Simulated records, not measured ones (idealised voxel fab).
Herein follows the process module entitled voxel spacer lines.
The figure presents cross-section cut, which has a width of 235 nm and is divided into square cells with an edge length of 5 nm.
This document writes a cross-section as a grid whose cells are square, and gives it as bands, listed from the top down; one or more rows of cells form a band. This entry defines a band. It first specifies the height of the band's top and the height of its bottom in nm, and then specifies the band's materials from left to right, stating each material with its width in nm. The word "everywhere" identifies a single material that fills the band from edge to edge, while the word "air" identifies empty space. Height datum 0, below which the as-received substrate wafer is one material. Lowest band open at the bottom, running downward: "top 0, no bottom". A width such as "30->40" changes by the same amount from each row of cells to the next, from the band's top row to its bottom row. Step marked "nothing different"? Then no cell in the cross-section changed in it. "Closed internal cavities" specifies each empty space that is not open to the top and that occupies no fewer than 8 cells, using the form width x height at distance, the distance measured from the left edge and all three quantities in nm. Step line, after settings: the simulator's comment on this step. If you see "overlay nm" on a step's line and that step has a mask, it's telling you how far right of where it was planned the mask ended up; a negative number means it went left instead.
### The planned process steps are enumerated hereunder
step 1: RECEIVE with material Si
step 2: CONFORMAL_DEP with material Al2O3, thk nm 5
step 3: DIRECTIONAL_DEP with material W, thk nm 10
step 4: DIRECTIONAL_DEP with material aC, thk nm 25
step 5: PATTERN with tone cover, mask id MANDREL, material resist, width nm 15, pitch nm 60, thk nm 35, overlay nm -15
step 6: DIRECTIONAL_ETCH with etch materials aC, depth nm 25
step 7: STRIP with etch materials resist
step 8: CONFORMAL_DEP with material SiO2, thk nm 15
step 9: DIRECTIONAL_ETCH with etch materials SiO2, depth nm 15
step 10: STRIP with etch materials aC
step 11: DIRECTIONAL_ETCH with etch materials W, depth nm 10
step 12: STRIP with etch materials SiO2
step 13: FILL_DEP with material lowk, thk nm 10
step 14: CMP with height nm 15
For this document, wafers share an identical start and vary in the step 5 overlay nm; the plan quotes the first wafer's value.
### Cross-section of the first of several received wafers, showing its state after step 1
	top 0, no bottom  Si everywhere
	Closed internal cavities: none
### The figure below presents a cross-section of the first of several wafers at the conclusion of the module, following its last step, step 14
	top 15, bottom 5  lowk (20) / W (15) / lowk (15) / W (15) / lowk (15) / W (15) / lowk (15) / W (15) / lowk (15) / W (15) / lowk (15) / W (15) / lowk (50)
	top 5, bottom 0  Al2O3 everywhere
	top 0, no bottom  Si everywhere
	Closed internal cavities: none
### The final wafer, sectioned at module end
	top 15, bottom 5  lowk (50) / W (15) / lowk (15) / W (15) / lowk (15) / W (15) / lowk (15) / W (15) / lowk (15) / W (15) / lowk (15) / W (15) / lowk (20)
	top 5, bottom 0  Al2O3 everywhere
	top 0, no bottom  Si everywhere
	Closed internal cavities: none
### The table below has one row for each wafer; a row shows, as of the end of the module, how many cells of each material the wafer has gained, marked (+), or lost, marked (-), since it was received, and then the wafer's closed voids
overlay nm -15 | +47 Al2O3 | +36 W | +58 lowk | Closed internal cavities: none
overlay nm -10 | +47 Al2O3 | +36 W | +58 lowk | Closed internal cavities: none
overlay nm -5 | +47 Al2O3 | +36 W | +58 lowk | Closed internal cavities: none
overlay nm 0 | +47 Al2O3 | +36 W | +58 lowk | Closed internal cavities: none
overlay nm 5 | +47 Al2O3 | +36 W | +58 lowk | Closed internal cavities: none
overlay nm 10 | +47 Al2O3 | +36 W | +58 lowk | Closed internal cavities: none
overlay nm 15 | +47 Al2O3 | +36 W | +58 lowk | Closed internal cavities: none
